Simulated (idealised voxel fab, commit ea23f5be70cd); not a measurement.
The process module presented herein is designated voxel self aligned vias.
Each square cell in cross-section cut measures 5 nm, and the section as a whole is 275 nm wide.
Throughout this document, each cross-section is represented as a grid of square cells and is presented as a sequence of bands enumerated from the top downward, where a band comprises one or more rows of cells.
The band entry comprises the height of the band's top followed by the height of its bottom, expressed in nm, and subsequently the band's materials from left to right, each stated together with its width in nm. Where a single material is marked with the word "full width", that material fills the band from edge to edge. The word "air" represents empty space.
Height 0 is the level under which the wafer as received is all one material. The lowest band goes on downwards, as in "0 nm and below".
The notation "30->40" denotes a width that varies across the rows of cells in the band, beginning at the first number in the top row, finishing at the second number in the bottom row, and changing by an identical amount from each row to the next.
Where the words "no change" appear for a step, the cross-section shows no cell changed by that step; every cell remained as before.
Basically, "Closed void table" tells you about the enclosed voids: empty spaces with no open way to the top, 8 cells or bigger, each written width x height at distance, where distance is from the left edge, all in nm.
Where a step's line continues beyond its settings, the continuation is a remark by the simulator itself on that step.
You can add "overlay nm" to a step's line. For a step with a mask, it describes how far the mask lay to the right of its planned position, and a negative number describes a lay to the left.

-- Planned process steps
- 1: RECEIVE (material Si)
- 2: CONFORMAL_DEP (material SiO2; thk nm 15)
- 3: CONFORMAL_DEP (material SiCN; thk nm 5)
- 4: DIRECTIONAL_DEP (material SiO2; thk nm 25)
- 5: DIRECTIONAL_DEP (material aC; thk nm 15)
- 6: PATTERN (tone open; mask id LINES; material resist; width nm 30; pitch nm 70; thk nm 30; overlay nm 0)
- 7: DIRECTIONAL_ETCH (etch materials aC; depth nm 15)
- 8: STRIP (etch materials resist)
- 9: DIRECTIONAL_ETCH (etch materials SiO2; depth nm 25)
- 10: STRIP (etch materials aC)
- 11: CONFORMAL_DEP (material TiN; thk nm 5)
- 12: FILL_DEP (material W; thk nm 5)
- 13: CMP (height nm 45)
- 14: SELECTIVE_ETCH (etch materials W Ru TiN; depth nm 10)
- 15: FILL_DEP (material SiN; thk nm 10)
- 16: CMP (height nm 45)
- 17: DIRECTIONAL_DEP (material SiO2; thk nm 15)
- 18: PATTERN (tone open; mask id VIAS; material resist; width nm 30; pitch nm 70; thk nm 15; overlay nm 0)
- 19: DIRECTIONAL_ETCH (etch materials SiO2; depth nm 15)
- 20: DIRECTIONAL_ETCH (etch materials SiN; depth nm 10)
- 21: STRIP (etch materials resist)
- 22: CONFORMAL_DEP (material TiN; thk nm 5)
- 23: FILL_DEP (material Cu; thk nm 10)
- 24: CMP (height nm 60)
- 25: CONFORMAL_DEP (material SiCN; thk nm 5)
Wafers differ in width nm at step 18; plan lists the first wafer's value; identical starting state.

-- As-received state after step 1, first of several wafers, cross-section
> 0 nm and below: Si full width
> Closed void table: none

-- Depicted here is the first of several wafers in cross-section, at module completion following the last step, step 25
> 65 nm to 60 nm: SiCN full width
> 60 nm to 40 nm: SiO2=85 / TiN=5 / Cu=20 / TiN=5 / SiO2=40 / TiN=5 / Cu=20 / TiN=5 / SiO2=90
> 40 nm to 35 nm: SiO2=85 / TiN=30 / SiO2=40 / TiN=30 / SiO2=90
> 35 nm to 25 nm: SiO2=85 / TiN=5 / W=20 / TiN=5 / SiO2=40 / TiN=5 / W=20 / TiN=5 / SiO2=90
> 25 nm to 20 nm: SiO2=85 / TiN=30 / SiO2=40 / TiN=30 / SiO2=90
> 20 nm to 15 nm: SiCN full width
> 15 nm to 0 nm: SiO2 full width
> 0 nm and below: Si full width
> Closed void table: none

-- Here we cross-sectioned the last of the wafers once the module was done
> 65 nm to 60 nm: SiCN full width
> 60 nm to 50 nm: SiO2=75 / TiN=5 / Cu=45 / TiN=5 / SiO2=15 / TiN=5 / Cu=45 / TiN=5 / SiO2=75
> 50 nm to 40 nm: SiO2=75->85 / TiN=15->5 / Cu=20 / TiN=20->5 / SiO2=15->40 / TiN=15->5 / Cu=20 / TiN=20->5 / SiO2=75->90
> 40 nm to 35 nm: SiO2=85 / TiN=30 / SiO2=40 / TiN=30 / SiO2=90
> 35 nm to 25 nm: SiO2=85 / TiN=5 / W=20 / TiN=5 / SiO2=40 / TiN=5 / W=20 / TiN=5 / SiO2=90
> 25 nm to 20 nm: SiO2=85 / TiN=30 / SiO2=40 / TiN=30 / SiO2=90
> 20 nm to 15 nm: SiCN full width
> 15 nm to 0 nm: SiO2 full width
> 0 nm and below: Si full width
> Closed void table: none

-- Tabulated below, wafer by wafer, are the end-of-module results: for each material, the number of cells gained (+) or lost (-) relative to the as-received state, followed by the closed voids
width nm 30; +32 Cu; +110 SiCN; +509 SiO2; +48 TiN; +16 W; Closed void table: none
width nm 35; +36 Cu; +110 SiCN; +503 SiO2; +50 TiN; +16 W; Closed void table: none
width nm 40; +40 Cu; +110 SiCN; +497 SiO2; +52 TiN; +16 W; Closed void table: none
width nm 45; +44 Cu; +110 SiCN; +491 SiO2; +54 TiN; +16 W; Closed void table: none
width nm 50; +48 Cu; +110 SiCN; +485 SiO2; +56 TiN; +16 W; Closed void table: none
width nm 55; +52 Cu; +110 SiCN; +479 SiO2; +58 TiN; +16 W; Closed void table: none
